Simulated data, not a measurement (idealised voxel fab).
The following process module bears the name voxel double patterning.
Cross-section cut spans 190 nm and uses square cells 5 nm in size.
Heads up, the way a cross-section reads in here is a grid of square cells, handed over as bands from the top down, with every band being one or more rows of cells.
Basically the band line says how high the top is and how high the bottom is, in nm, and then what's in it from left to right, every material with its width in nm. Empty space shows up as "blank", and if a single material carries "everywhere" it runs the full band edge to edge.
Zero point of the height axis is 0; under it, received wafer = one material. Lowest band: continues down indefinitely, "0 and below".
When a width is written as two numbers, as in "30->40", the first number is the width in the top row of cells of the band and the second is the width in its bottom row, and the width changes by the same amount from each row to the next.
Any step labelled "identical to before" changed none of the cells in the cross-section.
"Closed-off voids": empty spaces of 8 cells or more with no open way to the top, each given as width x height at distance, distance from the left edge, all in nm.
On each step's line, the part that comes after the settings is the simulator's own comment on the step.
A step's line can hold "overlay nm"; with a mask on that step, the setting says how far right of the planned place the mask lay, while a negative setting says it lay to the left.
### The planned process steps are enumerated hereunder
| 1 | RECEIVE: material Si |
| 2 | CONFORMAL_DEP: material SiO2, thk nm 5 |
| 3 | DIRECTIONAL_DEP: material W, thk nm 15 |
| 4 | DIRECTIONAL_DEP: material SiN, thk nm 10 |
| 5 | MASKED_ETCH: tone open, mask id FIRST, width nm 15, pitch nm 50, etch materials SiN, depth nm 10, overlay nm 0 |
| 6 | PATTERN: tone open, mask id SECOND, material resist, width nm 15, thk nm 20, overlay nm 0 |
| 7 | DIRECTIONAL_ETCH: etch materials SiN, depth nm 10 |
| 8 | STRIP: etch materials resist |
| 9 | DIRECTIONAL_ETCH: etch materials W, depth nm 15 |
| 10 | STRIP: etch materials SiN |
### Cross-section of the incoming wafer, state after step 1
  0 and below: Si everywhere
  Closed-off voids: none
### One mistake in running the module, otherwise start and plan as above: cross-section at the end
  20 down to 15: SiO2 everywhere
  15 down to 0: W everywhere
  0 and below: Si everywhere
  Closed-off voids: none
It is concluded that the wafer was processed incorrectly with respect to the plan, in that steps 2 and 3 run out of order (swapped)
